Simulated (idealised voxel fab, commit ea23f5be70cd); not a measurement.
process module | voxel fin reveal
cross-section cut | 275 nm wide | cells 5 nm
A cross-section is a grid of square cells, given in bands from the top down. A band is one or more rows of cells.
Each band's line starts with the height of the band's top and of its bottom, in nm. Then come its materials from left to right, each with its width in nm. One material with "throughout" fills the band from edge to edge. "air" is empty space.
Height 0 is the level under which the wafer as received is all one material. The lowest band goes on downwards, as in "0 down".
A width such as "30 to 40" changes by the same amount from each row of cells to the next, from the band's top row to its bottom row.
"no change" after a step means that no cell of the cross-section changed.
closed voids: empty space of 8 cells or more with no open way to the top, each as width x height at its distance from the left edge, in nm
after a step's settings: what the simulator itself notes on the step
overlay nm, on a step with a mask: how far to the right of its planned place the mask lay; to the left if negative
plan
1 op RECEIVE | material Si
2 op CONFORMAL_DEP | material SiN | thk nm 5
3 op MASKED_ETCH | tone cover | mask id FINS | width nm 15 | pitch nm 40 | etch materials SiN | depth nm 5 | overlay nm 0
4 op MASKED_ETCH | tone cover | mask id FINS | width nm 15 | pitch nm 40 | etch materials Si | depth nm 30 | overlay nm 0
5 op FILL_DEP | material SiO2 | thk nm 15
6 op CMP | height nm 5
7 op SELECTIVE_ETCH | etch materials SiO2 | depth nm 25
8 op STRIP | etch materials SiN
9 op CONFORMAL_DEP | material SiO2 | thk nm 5
as received, after step 1
  0 down: Si throughout
  closed voids: none
first wafer at the end, as planned
  5 to 0: air 105 | SiO2 25 | air 15 | SiO2 25 | air 105
  0 to -15: air 105 | SiO2 5 | Si 15 | SiO2 5 | air 15 | SiO2 5 | Si 15 | SiO2 5 | air 105
  -15 to -30: SiO2 110 | Si 15 | SiO2 25 | Si 15 | SiO2 110
  -30 down: Si throughout
  closed voids: none
second wafer at the end: like start, like plan, one mistake
  5 to 0: air 105 | SiO2 25 | air 15 | SiO2 25 | air 105
  0 to -30: SiO2 110 | Si 15 | SiO2 25 | Si 15 | SiO2 110
  -30 down: Si throughout
  closed voids: none
what went wrong: step 6 was left out
at the end the second wafer has, in cells: 135 more of SiO2
